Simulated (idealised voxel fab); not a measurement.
Documented hereafter: the process module known as voxel trench capacitor.
Square cells of 5 nm make up the cross-section cut, whose width is 265 nm.
In this document a cross-section is written as a grid of square cells. It is given as a series of bands, listed from the top down, and a band is one or more rows of cells. Top height, bottom height, nm. Materials left to right, width each, nm. Single material + "all across" = fills band edge to edge. "air" = empty. Zero point of the height axis is 0; under it, received wafer = one material. Lowest band: continues down indefinitely, "0 nm and below". A width such as "30 to 40" changes by the same amount from each row of cells to the next, from the band's top row to its bottom row. "no modification" (step): cross-section cells unchanged, all of them. Voids not open to the top, 8 cells minimum: see "Sealed void listing". Written width x height at distance; distance is from the left edge; nm. It should be noted that, on the line of a given step, the content following the step's settings is a remark produced by the simulator itself with respect to that step. overlay nm: step with mask; distance mask lay right of planned place; negative value = left of planned place.
THE FOLLOWING LIST GIVES THE PLANNED PROCESS STEPS
1) RECEIVE with material Si
2) CONFORMAL_DEP with material SiN, thk nm 5
3) DIRECTIONAL_DEP with material aC, thk nm 15
4) PATTERN with tone open, mask id TRENCH, material resist, width nm 25, pitch nm 55, thk nm 35, overlay nm 0
5) DIRECTIONAL_ETCH with etch materials aC, depth nm 15
6) STRIP with etch materials resist
7) DIRECTIONAL_ETCH with etch materials SiN, depth nm 5
8) DIRECTIONAL_ETCH with etch materials Si, depth nm 40
9) STRIP with etch materials aC
10) CONFORMAL_DEP with material HfO2, thk nm 5
11) CONFORMAL_DEP with material TiN, thk nm 5
12) FILL_DEP with material W, thk nm 5
13) CMP with height nm 5
SO THIS IS THE INCOMING WAFER IN CROSS-SECTION - IT'S ALREADY BEEN THROUGH STEP 1
0 nm and below | Si all across
Sealed void listing: none
FIRST WAFER AT THE END, AS PLANNED
5 nm to 0 nm | SiN: 35, then HfO2: 5, then TiN: 5, then W: 5, then TiN: 5, then HfO2: 5, then SiN: 30, then HfO2: 5, then TiN: 5, then W: 5, then TiN: 5, then HfO2: 5, then SiN: 30, then HfO2: 5, then TiN: 5, then W: 5, then TiN: 5, then HfO2: 5, then SiN: 30, then HfO2: 5, then TiN: 5, then W: 5, then TiN: 5, then HfO2: 5, then SiN: 40
0 nm to -30 nm | Si: 35, then HfO2: 5, then TiN: 5, then W: 5, then TiN: 5, then HfO2: 5, then Si: 30, then HfO2: 5, then TiN: 5, then W: 5, then TiN: 5, then HfO2: 5, then Si: 30, then HfO2: 5, then TiN: 5, then W: 5, then TiN: 5, then HfO2: 5, then Si: 30, then HfO2: 5, then TiN: 5, then W: 5, then TiN: 5, then HfO2: 5, then Si: 40
-30 nm to -35 nm | Si: 35, then HfO2: 5, then TiN: 15, then HfO2: 5, then Si: 30, then HfO2: 5, then TiN: 15, then HfO2: 5, then Si: 30, then HfO2: 5, then TiN: 15, then HfO2: 5, then Si: 30, then HfO2: 5, then TiN: 15, then HfO2: 5, then Si: 40
-35 nm to -40 nm | Si: 35, then HfO2: 25, then Si: 30, then HfO2: 25, then Si: 30, then HfO2: 25, then Si: 30, then HfO2: 25, then Si: 40
-40 nm and below | Si all across
Sealed void listing: none
CROSS-SECTIONAL VIEW OF THE SECOND OF TWO WAFERS UPON COMPLETION OF THE MODULE. THIS WAFER SHARED ITS STARTING CONDITION AND PROCESS PLAN WITH THE FIRST; ONE ERROR WAS MADE DURING ITS EXECUTION
5 nm to 0 nm | SiN: 40, then HfO2: 5, then TiN: 10, then HfO2: 5, then SiN: 35, then HfO2: 5, then TiN: 10, then HfO2: 5, then SiN: 35, then HfO2: 5, then TiN: 10, then HfO2: 5, then SiN: 35, then HfO2: 5, then TiN: 10, then HfO2: 5, then SiN: 40
0 nm to -35 nm | Si: 40, then HfO2: 5, then TiN: 10, then HfO2: 5, then Si: 35, then HfO2: 5, then TiN: 10, then HfO2: 5, then Si: 35, then HfO2: 5, then TiN: 10, then HfO2: 5, then Si: 35, then HfO2: 5, then TiN: 10, then HfO2: 5, then Si: 40
-35 nm to -40 nm | Si: 40, then HfO2: 20, then Si: 35, then HfO2: 20, then Si: 35, then HfO2: 20, then Si: 35, then HfO2: 20, then Si: 40
-40 nm and below | Si all across
Sealed void listing: none
what went wrong: so step 4 ended up running with a different setting than we planned, it ran as PATTERN with tone open, mask id TRENCH, material resist, width nm 20, pitch nm 55, thk nm 35, overlay nm 0
Final comparison by cell count, materials where the second wafer has more or fewer than the first: HfO2 -4 | Si +32 | SiN +4 | TiN -4 | W -28
